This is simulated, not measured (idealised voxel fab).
Process module name: voxel self aligned contacts
For reference, the cross-section in this document is cut, with width 155 nm and square cells of 5 nm.
Cross-section layout: square cells on a grid; listed as bands, top to bottom; a band spans one or more cell rows. First you get the band's top height and its bottom height, in nm, and then the materials it's made of, left to right, with each width in nm. If you see a single material with "all across", that one covers the band edge to edge. "empty" is empty space. Note: height 0 marks the level under which the wafer is uniformly one material as received. Lowest band unbounded below, written "0 -> down". Read "30 to 40" as a graded width: first number on top, second number at the bottom, same change between each pair of neighbouring rows. What does "no alterations made" mean for a step? It means no cell of the cross-section changed in that step. Empty spaces counting at least 8 cells and having no open way to the top are listed in "Unvented voids". The notation width x height at distance is used for each, the distance being from the left edge and all three values in nm. Note: text after step settings on the step line = simulator remark on that step. If you see "overlay nm" on a step's line and that step has a mask, it's telling you how far right of where it was planned the mask ended up; a negative number means it went left instead.
[Set out below are the planned steps of the process]
1: RECEIVE | material Si
2: OXIDIZE | depth nm 5
3: DIRECTIONAL_DEP | material polySi | thk nm 30
4: DIRECTIONAL_DEP | material SiN | thk nm 25
5: PATTERN | tone cover | mask id GATE | material resist | width nm 25 | pitch nm 65 | thk nm 20 | overlay nm 0
6: DIRECTIONAL_ETCH | etch materials SiN | depth nm 25
7: DIRECTIONAL_ETCH | etch materials polySi | depth nm 30
8: STRIP | etch materials resist
9: CONFORMAL_DEP | material SiN | thk nm 10
10: DIRECTIONAL_ETCH | etch materials SiN | depth nm 10
11: FILL_DEP | material SiO2 | thk nm 20
12: CMP | height nm 65
13: PATTERN | tone open | mask id CONTACT | material resist | width nm 50 | thk nm 20 | overlay nm 0
14: DIRECTIONAL_ETCH | etch materials SiO2 | depth nm 70
15: STRIP | etch materials resist
16: CONFORMAL_DEP | material TiN | thk nm 5
17: FILL_DEP | material W | thk nm 5
18: CMP | height nm 65
19: CONFORMAL_DEP | material SiN | thk nm 5
[Step 1 complete: cross-section of the wafer as received]
	0 -> down = Si all across
	Unvented voids: none
[The plan above was carried out on the starting structure above with one mistake, and this cross-section shows the wafer at the end of the module]
	70 -> 65 = SiN all across
	65 -> 55 = 50 nm SiO2 / 5 to 20 nm TiN / 40 to 10 nm W / 5 to 20 nm TiN / 55 nm SiO2
	55 -> 30 = 20 nm SiO2 / 45 nm SiN / 5 nm TiN / 10 nm W / 5 nm TiN / 45 nm SiN / 25 nm SiO2
	30 -> 25 = 65 nm SiO2 / 20 nm TiN / 70 nm SiO2
	25 -> 0 = polySi all across
	0 -> down = Si all across
	Unvented voids: none
It is concluded that the wafer was processed incorrectly with respect to the plan, in that transposition of steps 2 and 3 relative to the planned sequence
